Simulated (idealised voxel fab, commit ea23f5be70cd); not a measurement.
process module | voxel self aligned contacts
cross-section cut | 255 nm wide | cells 5 nm
A cross-section is a grid of square cells, given in bands from the top down. A band is one or more rows of cells.
Each band's line starts with the height of the band's top and of its bottom, in nm. Then come its materials from left to right, each with its width in nm. One material with "throughout" fills the band from edge to edge. "air" is empty space.
Height 0 is the level under which the wafer as received is all one material. The lowest band goes on downwards, as in "0 down".
A width such as "30 to 40" changes by the same amount from each row of cells to the next, from the band's top row to its bottom row.
"no change" after a step means that no cell of the cross-section changed.
closed voids: empty space of 8 cells or more with no open way to the top, each as width x height at its distance from the left edge, in nm
after a step's settings: what the simulator itself notes on the step
overlay nm, on a step with a mask: how far to the right of its planned place the mask lay; to the left if negative
plan
1 op RECEIVE | material Si
2 op CONFORMAL_DEP | material SiO2 | thk nm 5
3 op DIRECTIONAL_DEP | material polySi | thk nm 25
4 op DIRECTIONAL_DEP | material SiN | thk nm 25
5 op PATTERN | tone cover | mask id GATE | material resist | width nm 35 | pitch nm 75 | thk nm 15 | overlay nm 0
6 op DIRECTIONAL_ETCH | etch materials SiN | depth nm 25
7 op DIRECTIONAL_ETCH | etch materials polySi | depth nm 25
8 op STRIP | etch materials resist
9 op CONFORMAL_DEP | material SiN | thk nm 10
10 op DIRECTIONAL_ETCH | etch materials SiN | depth nm 10
11 op FILL_DEP | material SiO2 | thk nm 15
12 op CMP | height nm 65
13 op MASKED_ETCH | tone open | mask id CONTACT | width nm 50 | pitch nm 75 | etch materials SiO2 | depth nm 65 | overlay nm 0
14 op CONFORMAL_DEP | material TiN | thk nm 5
15 op FILL_DEP | material Ru | thk nm 10
16 op CMP | height nm 65
17 op CONFORMAL_DEP | material SiN | thk nm 5
as received, after step 1
  0 down: Si throughout
  closed voids: none
first wafer at the end, as planned
  70 to 65: SiN throughout
  65 to 55: SiO2 65 | TiN 5 to 20 | Ru 40 to 10 | TiN 5 to 20 | SiO2 25 | TiN 5 to 20 | Ru 40 to 10 | TiN 5 to 20 | SiO2 65
  55 to 30: SiO2 25 | SiN 55 | TiN 5 | Ru 10 | TiN 5 | SiN 55 | TiN 5 | Ru 10 | TiN 5 | SiN 55 | SiO2 25
  30 to 5: SiO2 25 | SiN 10 | polySi 35 | SiN 10 | TiN 5 | Ru 10 | TiN 5 | SiN 10 | polySi 35 | SiN 10 | TiN 5 | Ru 10 | TiN 5 | SiN 10 | polySi 35 | SiN 10 | SiO2 25
  5 to 0: SiO2 80 | TiN 20 | SiO2 55 | TiN 20 | SiO2 80
  0 down: Si throughout
  closed voids: none
second wafer at the end: like start, like plan, one mistake
  70 to 65: SiN throughout
  65 to 55: SiO2 25 | SiN 55 | TiN 5 | Ru 10 | TiN 5 | SiN 55 | TiN 5 | Ru 10 | TiN 5 | SiN 55 | SiO2 25
  55 to 35: SiO2 25 | SiN 10 | polySi 35 | SiN 10 | TiN 5 | Ru 10 | TiN 5 | SiN 10 | polySi 35 | SiN 10 | TiN 5 | Ru 10 | TiN 5 | SiN 10 | polySi 35 | SiN 10 | SiO2 25
  35 to 30: SiO2 25 | SiN 10 | polySi 35 | SiN 10 | TiN 20 | SiN 10 | polySi 35 | SiN 10 | TiN 20 | SiN 10 | polySi 35 | SiN 10 | SiO2 25
  30 to 5: polySi throughout
  5 to 0: SiO2 throughout
  0 down: Si throughout
  closed voids: none
what went wrong: step 3 was run twice
at the end the second wafer has, in cells: 36 fewer of Ru | 99 fewer of SiN | 84 fewer of SiO2 | 36 fewer of TiN | 255 more of polySi
